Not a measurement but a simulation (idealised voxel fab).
The document below concerns the process module designated voxel gate over fins.
Square cells of 5 nm make up the cross-section cut, whose width is 220 nm.
Heads up, the way a cross-section reads in here is a grid of square cells, handed over as bands from the top down, with every band being one or more rows of cells. For a band, the entry starts with two heights in nm, that of the top and then that of the bottom, and carries on with the band's materials in order from left to right, each alongside its width in nm; the word "full width" beside a single material means it fills the band edge to edge, and "empty" means empty space. Note: height 0 marks the level under which the wafer is uniformly one material as received. Lowest band unbounded below, written "0 -> down". The two numbers in a width such as "30..40" mark its ends across the band: the first belongs to the top row of cells, the second to the bottom row, and from each row to the next the width moves by the same amount. "same as before" means the step left every cell of the cross-section as it was. "Fully enclosed voids" means: voids of 8 cells or more that are shut off from the top with no open way through. Written width x height at distance, distance from the left edge, in nm. On a step's line, text after the settings is the simulator commenting on that step. overlay nm: mask right of planned place by this much (step with mask). Neg. = left.
[Process steps foreseen in the plan]
1 RECEIVE with material Si
2 CONFORMAL_DEP with material SiN, thk nm 10
3 PATTERN with tone cover, mask id FINS, material resist, width nm 15, pitch nm 45, thk nm 15, overlay nm 0
4 DIRECTIONAL_ETCH with etch materials SiN, depth nm 10
5 DIRECTIONAL_ETCH with etch materials Si, depth nm 40
6 STRIP with etch materials resist
7 FILL_DEP with material SiO2, thk nm 15
8 CMP with height nm 10
9 SELECTIVE_ETCH with etch materials SiO2, depth nm 20
10 STRIP with etch materials SiN
11 CONFORMAL_DEP with material HfO2, thk nm 5
12 CONFORMAL_DEP with material TiN, thk nm 5
13 CONFORMAL_DEP with material TiAl, thk nm 5
14 CONFORMAL_DEP with material TiN, thk nm 5
15 FILL_DEP with material W, thk nm 15
16 CMP with height nm 30
17 CONFORMAL_DEP with material SiCN, thk nm 10
[First of two wafers: run as planned]
[as received, after step 1]
  0 -> down  Si full width
  Fully enclosed voids: none
[Once step 2 is through, the wafer looks like this in cross-section]
  10 -> 0  SiN full width
  Anything lower than 0 is untouched.
[Once step 3 is through, the wafer looks like this in cross-section]
  25 -> 10  35 nm empty  15 nm resist  30 nm empty  15 nm resist  30 nm empty  15 nm resist  30 nm empty  15 nm resist  35 nm empty
  Anything lower than 10 is untouched.
[Once step 4 is through, the wafer looks like this in cross-section]
  25 -> 10  35 nm empty  15 nm resist  30 nm empty  15 nm resist  30 nm empty  15 nm resist  30 nm empty  15 nm resist  35 nm empty
  10 -> 0  35 nm empty  15 nm SiN  30 nm empty  15 nm SiN  30 nm empty  15 nm SiN  30 nm empty  15 nm SiN  35 nm empty
  Anything lower than 0 is untouched.
[Once step 5 is through, the wafer looks like this in cross-section]
  25 -> 10  35 nm empty  15 nm resist  30 nm empty  15 nm resist  30 nm empty  15 nm resist  30 nm empty  15 nm resist  35 nm empty
  10 -> 0  35 nm empty  15 nm SiN  30 nm empty  15 nm SiN  30 nm empty  15 nm SiN  30 nm empty  15 nm SiN  35 nm empty
  0 -> -40  35 nm empty  15 nm Si  30 nm empty  15 nm Si  30 nm empty  15 nm Si  30 nm empty  15 nm Si  35 nm empty
  Anything lower than -40 is untouched.
[Once step 6 is through, the wafer looks like this in cross-section]
  10 -> 0  35 nm empty  15 nm SiN  30 nm empty  15 nm SiN  30 nm empty  15 nm SiN  30 nm empty  15 nm SiN  35 nm empty
  Anything lower than 0 is untouched.
[Once step 7 is through, the wafer looks like this in cross-section]
  25 -> 10  SiO2 full width
  10 -> 0  35 nm SiO2  15 nm SiN  30 nm SiO2  15 nm SiN  30 nm SiO2  15 nm SiN  30 nm SiO2  15 nm SiN  35 nm SiO2
  0 -> -40  35 nm SiO2  15 nm Si  30 nm SiO2  15 nm Si  30 nm SiO2  15 nm Si  30 nm SiO2  15 nm Si  35 nm SiO2
  Anything lower than -40 is untouched.
[Once step 8 is through, the wafer looks like this in cross-section]
  10 -> 0  35 nm SiO2  15 nm SiN  30 nm SiO2  15 nm SiN  30 nm SiO2  15 nm SiN  30 nm SiO2  15 nm SiN  35 nm SiO2
  Anything lower than 0 is untouched.
[Once step 9 is through, the wafer looks like this in cross-section]
  10 -> 0  35 nm empty  15 nm SiN  30 nm empty  15 nm SiN  30 nm empty  15 nm SiN  30 nm empty  15 nm SiN  35 nm empty
  0 -> -10  35 nm empty  15 nm Si  30 nm empty  15 nm Si  30 nm empty  15 nm Si  30 nm empty  15 nm Si  35 nm empty
  Anything lower than -10 is untouched.
[Once step 10 is through, the wafer looks like this in cross-section]
  0 -> -10  35 nm empty  15 nm Si  30 nm empty  15 nm Si  30 nm empty  15 nm Si  30 nm empty  15 nm Si  35 nm empty
  Anything lower than -10 is untouched.
[Once step 11 is through, the wafer looks like this in cross-section]
  5 -> 0  30 nm empty  25 nm HfO2  20 nm empty  25 nm HfO2  20 nm empty  25 nm HfO2  20 nm empty  25 nm HfO2  30 nm empty
  0 -> -5  30 nm empty  5 nm HfO2  15 nm Si  5 nm HfO2  20 nm empty  5 nm HfO2  15 nm Si  5 nm HfO2  20 nm empty  5 nm HfO2  15 nm Si  5 nm HfO2  20 nm empty  5 nm HfO2  15 nm Si  5 nm HfO2  30 nm empty
  -5 -> -10  35 nm HfO2  15 nm Si  30 nm HfO2  15 nm Si  30 nm HfO2  15 nm Si  30 nm HfO2  15 nm Si  35 nm HfO2
  Anything lower than -10 is untouched.
[Once step 12 is through, the wafer looks like this in cross-section]
  10 -> 5  25 nm empty  35 nm TiN  10 nm empty  35 nm TiN  10 nm empty  35 nm TiN  10 nm empty  35 nm TiN  25 nm empty
  5 -> 0  25 nm empty  5 nm TiN  25 nm HfO2  5 nm TiN  10 nm empty  5 nm TiN  25 nm HfO2  5 nm TiN  10 nm empty  5 nm TiN  25 nm HfO2  5 nm TiN  10 nm empty  5 nm TiN  25 nm HfO2  5 nm TiN  25 nm empty
  0 -> -5  30 nm TiN  5 nm HfO2  15 nm Si  5 nm HfO2  20 nm TiN  5 nm HfO2  15 nm Si  5 nm HfO2  20 nm TiN  5 nm HfO2  15 nm Si  5 nm HfO2  20 nm TiN  5 nm HfO2  15 nm Si  5 nm HfO2  30 nm TiN
  Anything lower than -5 is untouched.
[Once step 13 is through, the wafer looks like this in cross-section]
  15 -> 10  20 nm empty  180 nm TiAl  20 nm empty
  10 -> 5  20 nm empty  5 nm TiAl  35 nm TiN  10 nm TiAl  35 nm TiN  10 nm TiAl  35 nm TiN  10 nm TiAl  35 nm TiN  5 nm TiAl  20 nm empty
  5 -> 0  25 nm TiAl  5 nm TiN  25 nm HfO2  5 nm TiN  10 nm TiAl  5 nm TiN  25 nm HfO2  5 nm TiN  10 nm TiAl  5 nm TiN  25 nm HfO2  5 nm TiN  10 nm TiAl  5 nm TiN  25 nm HfO2  5 nm TiN  25 nm TiAl
  Anything lower than 0 is untouched.
[Once step 14 is through, the wafer looks like this in cross-section]
  20 -> 15  15 nm empty  190 nm TiN  15 nm empty
  15 -> 10  15 nm empty  5 nm TiN  180 nm TiAl  5 nm TiN  15 nm empty
  10 -> 5  20 nm TiN  5 nm TiAl  35 nm TiN  10 nm TiAl  35 nm TiN  10 nm TiAl  35 nm TiN  10 nm TiAl  35 nm TiN  5 nm TiAl  20 nm TiN
  Anything lower than 5 is untouched.
[Once step 15 is through, the wafer looks like this in cross-section]
  35 -> 20  W full width
  20 -> 15  15 nm W  190 nm TiN  15 nm W
  15 -> 10  15 nm W  5 nm TiN  180 nm TiAl  5 nm TiN  15 nm W
  Anything lower than 10 is untouched.
[Once step 16 is through, the wafer looks like this in cross-section]
  30 -> 20  W full width
  Anything lower than 20 is untouched.
[Once step 17 is through, the wafer looks like this in cross-section]
  40 -> 30  SiCN full width
  Anything lower than 30 is untouched.
[Second wafer, same starting conditions and recipe as the first, one mistake in executing it, nothing differs from the first up to and including step 16]
[Look at the second wafer in cross-section at the time step 17 ought to have finished]
  40 -> 20  W full width
  Anything lower than 20 is untouched.
Where did the run depart from the plan? step 17 ran as: CONFORMAL_DEP with material W, thk nm 10
Materials where the second wafer ends with more or fewer cells than the first: SiCN: 88 fewer; W: 88 more
